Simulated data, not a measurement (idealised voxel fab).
Process module name: voxel self aligned contacts
In the cross-section labelled cut, the width is 285 nm and each square cell is 5 nm.
Cross-section = grid of square cells, listed top down in bands; band = one or more rows. What a band's entry tells you: where the top is and where the bottom is, as heights in nm, and after that what lies inside, material by material from left to right, each with its width in nm. Empty space is written as the word "blank", and a single material marked with the word "full width" occupies the band from edge to edge. Below 0: as-received wafer, all one material; heights counted from there. Lowest band: no bottom, goes on down, written "from 0 down". With a width like "30 to 40", each row of cells in the band differs from the next by the same amount, the top row carrying the first number and the bottom row the second. "nothing altered" -> step changed no cross-section cell. Entry "Sealed void list" = empty spaces >= 8 cells with no open way to the top; each as width x height at distance, distance from left edge, all nm. Where a step's line continues beyond its settings, the continuation is a remark by the simulator itself on that step. A step's line can hold "overlay nm"; with a mask on that step, the setting says how far right of the planned place the mask lay, while a negative setting says it lay to the left.

Process steps (planned):
1) RECEIVE with material Si
2) OXIDIZE with depth nm 5
3) DIRECTIONAL_DEP with material polySi, thk nm 20
4) DIRECTIONAL_DEP with material SiN, thk nm 20
5) MASKED_ETCH with tone cover, mask id GATE, width nm 35, pitch nm 80, etch materials SiN, depth nm 20, overlay nm 0
6) MASKED_ETCH with tone cover, mask id GATE, width nm 35, pitch nm 80, etch materials polySi, depth nm 20, overlay nm -15
7) CONFORMAL_DEP with material SiN, thk nm 10
8) DIRECTIONAL_ETCH with etch materials SiN, depth nm 10
9) FILL_DEP with material SiO2, thk nm 15
10) CMP with height nm 45
11) PATTERN with tone open, mask id CONTACT, material resist, width nm 65, thk nm 20, overlay nm 0
12) DIRECTIONAL_ETCH with etch materials SiO2, depth nm 50
13) STRIP with etch materials resist
14) CONFORMAL_DEP with material TiN, thk nm 5
15) FILL_DEP with material Ru, thk nm 10
16) CMP with height nm 45
17) CONFORMAL_DEP with material SiCN, thk nm 5
The overlay nm used in step 6 is not the same on every wafer, whereas the starting condition is; the value printed in the plan is the first wafer's.

The first of several wafers, as received after step 1, seen in section:
	from 0 down | Si full width
	Sealed void list: none

Cross-section, first of several wafers, end of module, after last step 17:
	from 50 to 45 | SiCN full width
	from 45 to 40 | SiO2 (110), then TiN (25), then Ru (15), then TiN (25), then SiO2 (110)
	from 40 to 25 | SiO2 (75), then SiN (55), then TiN (5), then Ru (15), then TiN (5), then SiN (55), then SiO2 (75)
	from 25 to 20 | SiO2 (75), then SiN (55), then TiN (25), then SiN (55), then SiO2 (75)
	from 20 to 0 | SiO2 (60), then SiN (10), then polySi (50), then SiN (10), then TiN (10), then SiN (10), then polySi (50), then SiN (10), then SiO2 (75)
	from 0 to -5 | SiO2 (130), then TiN (10), then SiO2 (145)
	from -5 down | Si full width
	Sealed void list: none

The module's end: a cross-section of the last wafer:
	from 50 to 45 | SiCN full width
	from 45 to 40 | SiO2 (110), then TiN (25), then Ru (15), then TiN (25), then SiO2 (110)
	from 40 to 25 | SiO2 (75), then SiN (55), then TiN (5), then Ru (15), then TiN (5), then SiN (55), then SiO2 (75)
	from 25 to 20 | SiO2 (75), then SiN (55), then TiN (25), then SiN (55), then SiO2 (75)
	from 20 to 0 | SiO2 (75), then SiN (10), then polySi (50), then SiN (10), then TiN (10), then SiN (10), then polySi (50), then SiN (10), then SiO2 (60)
	from 0 to -5 | SiO2 (145), then TiN (10), then SiO2 (130)
	from -5 down | Si full width
	Sealed void list: none

Below, a row for every wafer. Read it as the end-of-module picture: for each material the wafer shows its cells gained (+) or lost (-) since it was received, and then its closed voids:
overlay nm -15; +12 Ru; -57 Si; +57 SiCN; +120 SiN; +327 SiO2; +31 TiN; +80 polySi; Sealed void list: none
overlay nm -10; +17 Ru; -57 Si; +57 SiCN; +120 SiN; +330 SiO2; +31 TiN; +72 polySi; Sealed void list: none
overlay nm -5; +22 Ru; -57 Si; +57 SiCN; +120 SiN; +333 SiO2; +31 TiN; +64 polySi; Sealed void list: none
overlay nm 0; +27 Ru; -57 Si; +57 SiCN; +120 SiN; +336 SiO2; +31 TiN; +56 polySi; Sealed void list: none
overlay nm 5; +22 Ru; -57 Si; +57 SiCN; +120 SiN; +333 SiO2; +31 TiN; +64 polySi; Sealed void list: none
overlay nm 10; +17 Ru; -57 Si; +57 SiCN; +120 SiN; +330 SiO2; +31 TiN; +72 polySi; Sealed void list: none
overlay nm 15; +12 Ru; -57 Si; +57 SiCN; +120 SiN; +327 SiO2; +31 TiN; +80 polySi; Sealed void list: none
